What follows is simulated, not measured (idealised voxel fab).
Module name: voxel gate over fins (process module)
In the cross-section labelled cut, the width is 185 nm and each square cell is 5 nm.
Cross-section layout: square cells on a grid; listed as bands, top to bottom; a band spans one or more cell rows.
First you get the band's top height and its bottom height, in nm, and then the materials it's made of, left to right, with each width in nm. If you see a single material with "throughout", that one covers the band edge to edge. "empty" is empty space.
Height 0 is the level under which the wafer as received is all one material. The lowest band goes on downwards, as in "0..down".
So if you see something like "30 to 40" for the width, read it as the top row of the band sitting at the first number and the bottom row at the second, with every row in between moving by the same amount as the last.
Any step labelled "no modifications" changed none of the cells in the cross-section.
Empty spaces counting at least 8 cells and having no open way to the top are listed in "Tabulated closed voids". The notation width x height at distance is used for each, the distance being from the left edge and all three values in nm.
The remark found on a step's line after its settings is issued by the simulator itself and pertains to that step.
overlay nm: step with mask; distance mask lay right of planned place; negative value = left of planned place.

THE PLANNED PROCESS STEPS ARE ENUMERATED HEREUNDER
step 1: RECEIVE with material Si
step 2: CONFORMAL_DEP with material SiN, thk nm 5
step 3: DIRECTIONAL_DEP with material aC, thk nm 10
step 4: PATTERN with tone cover, mask id FINS, material resist, width nm 15, pitch nm 60, thk nm 25, overlay nm 0
step 5: DIRECTIONAL_ETCH with etch materials aC, depth nm 10
step 6: STRIP with etch materials resist
step 7: DIRECTIONAL_ETCH with etch materials SiN, depth nm 5
step 8: DIRECTIONAL_ETCH with etch materials Si, depth nm 40
step 9: STRIP with etch materials aC
step 10: FILL_DEP with material SiO2, thk nm 10
step 11: CMP with height nm 5
step 12: PATTERN with tone open, mask id RAIL, material resist, width nm 15, thk nm 20, overlay nm 0
step 13: DIRECTIONAL_ETCH with etch materials SiO2, depth nm 40
step 14: STRIP with etch materials resist
step 15: CONFORMAL_DEP with material TiN, thk nm 5
step 16: FILL_DEP with material Ru, thk nm 5
step 17: CMP with height nm 5
step 18: SELECTIVE_ETCH with etch materials W Ru TiN, depth nm 30
step 19: FILL_DEP with material SiO2, thk nm 5
step 20: CMP with height nm 5
step 21: SELECTIVE_ETCH with etch materials SiO2, depth nm 20
step 22: STRIP with etch materials SiN
step 23: CONFORMAL_DEP with material HfO2, thk nm 5
step 24: CONFORMAL_DEP with material TiN, thk nm 5
step 25: FILL_DEP with material W, thk nm 15
step 26: CMP with height nm 20
step 27: CONFORMAL_DEP with material SiN, thk nm 10

HERE'S WHAT THE WAFER LOOKED LIKE IN CROSS-SECTION WHEN IT ARRIVED - THAT'S AFTER STEP 1
	0..down  Si throughout
	Tabulated closed voids: none

FINAL WAFER PROFILE IN CROSS-SECTION AFTER THE MODULE, FROM THE SAME START AND PLAN AS ABOVE, WITH ONE MISTAKE MADE DURING PROCESSING
	30..20  SiO2 throughout
	20..10  W throughout
	10..5  W 45 nm | TiN 35 nm | W 25 nm | TiN 35 nm | W 45 nm
	5..0  W 45 nm | TiN 5 nm | HfO2 25 nm | TiN 5 nm | W 25 nm | TiN 5 nm | HfO2 25 nm | TiN 5 nm | W 45 nm
	0..-5  W 45 nm | TiN 5 nm | HfO2 5 nm | Si 15 nm | HfO2 5 nm | TiN 5 nm | W 25 nm | TiN 5 nm | HfO2 5 nm | Si 15 nm | HfO2 5 nm | TiN 5 nm | W 45 nm
	-5..-10  TiN 50 nm | HfO2 5 nm | Si 15 nm | HfO2 5 nm | TiN 35 nm | HfO2 5 nm | Si 15 nm | HfO2 5 nm | TiN 50 nm
	-10..-15  HfO2 55 nm | Si 15 nm | HfO2 45 nm | Si 15 nm | HfO2 55 nm
	-15..-25  SiO2 55 nm | Si 15 nm | SiO2 45 nm | Si 15 nm | SiO2 55 nm
	-25..-30  SiO2 55 nm | Si 15 nm | SiO2 15 nm | TiN 5 nm | Ru 5 nm | TiN 5 nm | SiO2 15 nm | Si 15 nm | SiO2 55 nm
	-30..-35  SiO2 55 nm | Si 15 nm | SiO2 15 nm | TiN 15 nm | SiO2 15 nm | Si 15 nm | SiO2 55 nm
	-35..-40  SiO2 55 nm | Si 15 nm | SiO2 45 nm | Si 15 nm | SiO2 55 nm
	-40..down  Si throughout
	Tabulated closed voids: none
Run error: step 27: run off-plan, actual operation and settings CONFORMAL_DEP with material SiO2, thk nm 10
